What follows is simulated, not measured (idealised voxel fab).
Process module, titled voxel capacitor over wiring
FYI the section here is cut, 215 nm wide, cells are 5 nm squares.
This document writes a cross-section as a grid whose cells are square, and gives it as bands, listed from the top down; one or more rows of cells form a band.
In this notation a band is specified by the heights of its top and bottom, in that order and in nm, after which its materials appear from left to right, each paired with its width in nm. The word "all across" attached to a single material means that material fills the band from edge to edge; the word "blank" stands for empty space.
Convention: height 0 is the level below which the wafer, as received, is all one material. The lowest band does not terminate at the bottom but continues downward, represented as "0 nm and below".
A two-number width, for instance "30->40", indicates that the width is equal to the first number in the top row of the band and to the second number in the bottom row, and that it changes by a constant amount per row of cells.
The designation "remained the same", where it is given for a processing step, indicates that no cell of the cross-section was altered in the course of that step.
Under "Voids, sealed" you'll find the enclosed gaps, the ones with no way out to the top, that are 8 cells or bigger; each reads width x height at distance, with distance counted from the left edge, everything in nm.
Text after the settings on a step's line: the simulator's own remark on that step.
overlay nm: mask offset rightward from planned place, masked step; negative means leftward offset.
## This section lists the process steps that were planned
1) RECEIVE,material Si
2) CONFORMAL_DEP,material SiO2,thk nm 10
3) CONFORMAL_DEP,material SiN,thk nm 5
4) DIRECTIONAL_DEP,material lowk,thk nm 15
5) MASKED_ETCH,tone open,mask id METAL_1,width nm 30,pitch nm 100,etch materials lowk,depth nm 15,overlay nm 0
6) MASKED_ETCH,tone open,mask id METAL_1,width nm 30,pitch nm 100,etch materials SiN,depth nm 5,overlay nm 0
7) CONFORMAL_DEP,material TiN,thk nm 5
8) FILL_DEP,material Cu,thk nm 10
9) CMP,height nm 30
10) CONFORMAL_DEP,material SiCN,thk nm 5
11) DIRECTIONAL_DEP,material SiO2,thk nm 15
12) DIRECTIONAL_DEP,material aC,thk nm 15
13) PATTERN,tone open,mask id PLUG_1,material resist,width nm 15,thk nm 30,overlay nm 0
14) DIRECTIONAL_ETCH,etch materials aC,depth nm 15
15) STRIP,etch materials resist
16) DIRECTIONAL_ETCH,etch materials SiO2,depth nm 15
17) DIRECTIONAL_ETCH,etch materials SiCN,depth nm 5
18) STRIP,etch materials aC
19) CONFORMAL_DEP,material TiN,thk nm 5
20) FILL_DEP,material Cu,thk nm 5
21) CMP,height nm 50
22) DIRECTIONAL_DEP,material TiN,thk nm 10
23) DIRECTIONAL_DEP,material HfO2,thk nm 5
24) DIRECTIONAL_DEP,material TiN,thk nm 5
25) DIRECTIONAL_DEP,material aC,thk nm 10
26) PATTERN,tone cover,mask id UPPER_PLATE,material resist,width nm 75,thk nm 30,overlay nm 0
27) DIRECTIONAL_ETCH,etch materials aC,depth nm 10
28) STRIP,etch materials resist
29) DIRECTIONAL_ETCH,etch materials TiN,depth nm 5
30) DIRECTIONAL_ETCH,etch materials HfO2,depth nm 5
31) STRIP,etch materials aC
32) DIRECTIONAL_DEP,material aC,thk nm 10
33) PATTERN,tone cover,mask id LOWER_PLATE,material resist,width nm 85,thk nm 25,overlay nm 0
34) DIRECTIONAL_ETCH,etch materials aC,depth nm 10
35) STRIP,etch materials resist
36) DIRECTIONAL_ETCH,etch materials TiN,depth nm 10
37) STRIP,etch materials aC
38) FILL_DEP,material SiO2,thk nm 15
39) CMP,height nm 80
40) PATTERN,tone open,mask id PLUG_2,material resist,width nm 15,thk nm 15,overlay nm 0
41) DIRECTIONAL_ETCH,etch materials SiO2,depth nm 10
42) STRIP,etch materials resist
43) CONFORMAL_DEP,material TiN,thk nm 5
44) FILL_DEP,material W,thk nm 10
45) CMP,height nm 80
46) CONFORMAL_DEP,material SiCN,thk nm 5
## Wafer at receipt (post step 1), cross-section
- 0 nm and below | Si all across
- Voids, sealed: none
## Cross-sectional image of the first of two wafers at the end of the module, the run having proceeded as planned
- 85 nm to 80 nm | SiCN all across
- 80 nm to 75 nm | 65 nm SiO2  5 nm TiN  5 nm W  5 nm TiN  135 nm SiO2
- 75 nm to 65 nm | 65->55 nm SiO2  15->75 nm TiN  135->85 nm SiO2
- 65 nm to 60 nm | 55 nm SiO2  75 nm HfO2  85 nm SiO2
- 60 nm to 50 nm | 50 nm SiO2  85 nm TiN  80 nm SiO2
- 50 nm to 35 nm | 55 nm SiO2  5 nm TiN  5 nm Cu  5 nm TiN  145 nm SiO2
- 35 nm to 30 nm | 55 nm SiCN  15 nm TiN  145 nm SiCN
- 30 nm to 15 nm | 40 nm lowk  5 nm TiN  20 nm Cu  5 nm TiN  70 nm lowk  5 nm TiN  20 nm Cu  5 nm TiN  45 nm lowk
- 15 nm to 10 nm | 40 nm SiN  30 nm TiN  70 nm SiN  30 nm TiN  45 nm SiN
- 10 nm to 0 nm | SiO2 all across
- 0 nm and below | Si all across
- Voids, sealed: none
## Cross-section, second wafer: same start as the first, same plan as the first, one mistake in running it; taken at the end of the module
- 85 nm to 80 nm | SiCN all across
- 80 nm to 75 nm | 60 nm W  5 nm TiN  15 nm SiO2  5 nm TiN  130 nm W
- 75 nm to 70 nm | 65 nm TiN  15 nm SiO2  135 nm TiN
- 70 nm to 65 nm | 55 nm SiO2  75 nm TiN  85 nm SiO2
- 65 nm to 60 nm | 55 nm SiO2  75 nm HfO2  85 nm SiO2
- 60 nm to 50 nm | 50 nm SiO2  85 nm TiN  80 nm SiO2
- 50 nm to 35 nm | 55 nm SiO2  5 nm TiN  5 nm Cu  5 nm TiN  145 nm SiO2
- 35 nm to 30 nm | 55 nm SiCN  15 nm TiN  145 nm SiCN
- 30 nm to 15 nm | 40 nm lowk  5 nm TiN  20 nm Cu  5 nm TiN  70 nm lowk  5 nm TiN  20 nm Cu  5 nm TiN  45 nm lowk
- 15 nm to 10 nm | 40 nm SiN  30 nm TiN  70 nm SiN  30 nm TiN  45 nm SiN
- 10 nm to 0 nm | SiO2 all across
- 0 nm and below | Si all across
- Voids, sealed: none
In executing the process, a mistake was made relative to the plan: step 40 ran with different settings than intended, the actual operation and settings being PATTERN,tone cover,mask id PLUG_2,material resist,width nm 15,thk nm 15,overlay nm 0
Upon completion, the second wafer contains, in terms of cells, a greater or smaller amount of certain materials than the first wafer: -74 SiO2; +37 TiN; +37 W
